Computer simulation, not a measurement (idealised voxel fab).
process module | voxel lift off
cross-section cut | 285 nm wide | cells 5 nm
A cross-section is a grid of square cells, given in bands from the top down. A band is one or more rows of cells.
Each band's line starts with the height of the band's top and of its bottom, in nm. Then come its materials from left to right, each with its width in nm. One material with "throughout" fills the band from edge to edge. "air" is empty space.
Height 0 is the level under which the wafer as received is all one material. The lowest band goes on downwards, as in "0 down".
A width such as "30 to 40" changes by the same amount from each row of cells to the next, from the band's top row to its bottom row.
"no change" after a step means that no cell of the cross-section changed.
closed voids: empty space of 8 cells or more with no open way to the top, each as width x height at its distance from the left edge, in nm
after a step's settings: what the simulator itself notes on the step
overlay nm, on a step with a mask: how far to the right of its planned place the mask lay; to the left if negative
plan
1 op RECEIVE | material Si
2 op CONFORMAL_DEP | material Al2O3 | thk nm 5
3 op PATTERN | tone open | mask id LINES | material resist | width nm 15 | pitch nm 40 | thk nm 25 | overlay nm 0
4 op DIRECTIONAL_DEP | material Ru | thk nm 15
5 op STRIP | etch materials resist
6 op CONFORMAL_DEP | material SiN | thk nm 5
first wafer, as planned
as received, after step 1
  0 down: Si throughout
  closed voids: none
after step 2
  5 to 0: Al2O3 throughout
  below 0: unchanged
after step 3
  30 to 5: resist 75 | air 15 | resist 25 | air 15 | resist 25 | air 15 | resist 25 | air 15 | resist 75
  below 5: unchanged
after step 4
  45 to 30: Ru 75 | air 15 | Ru 25 | air 15 | Ru 25 | air 15 | Ru 25 | air 15 | Ru 75
  30 to 20: resist 75 | air 15 | resist 25 | air 15 | resist 25 | air 15 | resist 25 | air 15 | resist 75
  20 to 5: resist 75 | Ru 15 | resist 25 | Ru 15 | resist 25 | Ru 15 | resist 25 | Ru 15 | resist 75
  below 5: unchanged
after step 5
  20 to 5: air 75 | Ru 15 | air 25 | Ru 15 | air 25 | Ru 15 | air 25 | Ru 15 | air 75
  below 5: unchanged
after step 6
  25 to 20: air 70 | SiN 25 | air 15 | SiN 25 | air 15 | SiN 25 | air 15 | SiN 25 | air 70
  20 to 10: air 70 | SiN 5 | Ru 15 | SiN 5 | air 15 | SiN 5 | Ru 15 | SiN 5 | air 15 | SiN 5 | Ru 15 | SiN 5 | air 15 | SiN 5 | Ru 15 | SiN 5 | air 70
  10 to 5: SiN 75 | Ru 15 | SiN 25 | Ru 15 | SiN 25 | Ru 15 | SiN 25 | Ru 15 | SiN 75
  below 5: unchanged
second wafer: like start, like plan, one mistake. Through step 2 it matches the first wafer
when step 3 should have ended
  30 to 5: resist 85 | air 15 | resist 25 | air 15 | resist 25 | air 15 | resist 25 | air 15 | resist 65
  below 5: unchanged
when step 4 should have ended
  45 to 30: Ru 85 | air 15 | Ru 25 | air 15 | Ru 25 | air 15 | Ru 25 | air 15 | Ru 65
  30 to 20: resist 85 | air 15 | resist 25 | air 15 | resist 25 | air 15 | resist 25 | air 15 | resist 65
  20 to 5: resist 85 | Ru 15 | resist 25 | Ru 15 | resist 25 | Ru 15 | resist 25 | Ru 15 | resist 65
  below 5: unchanged
when step 5 should have ended
  20 to 5: air 85 | Ru 15 | air 25 | Ru 15 | air 25 | Ru 15 | air 25 | Ru 15 | air 65
  below 5: unchanged
when step 6 should have ended
  25 to 20: air 80 | SiN 25 | air 15 | SiN 25 | air 15 | SiN 25 | air 15 | SiN 25 | air 60
  20 to 10: air 80 | SiN 5 | Ru 15 | SiN 5 | air 15 | SiN 5 | Ru 15 | SiN 5 | air 15 | SiN 5 | Ru 15 | SiN 5 | air 15 | SiN 5 | Ru 15 | SiN 5 | air 60
  10 to 5: SiN 85 | Ru 15 | SiN 25 | Ru 15 | SiN 25 | Ru 15 | SiN 25 | Ru 15 | SiN 65
  below 5: unchanged
what went wrong: step 3 ran as: op PATTERN | tone open | mask id LINES | material resist | width nm 15 | pitch nm 40 | thk nm 25 | overlay nm 10
at the end the second wafer has, in cells: as many of each material as the first, in other places
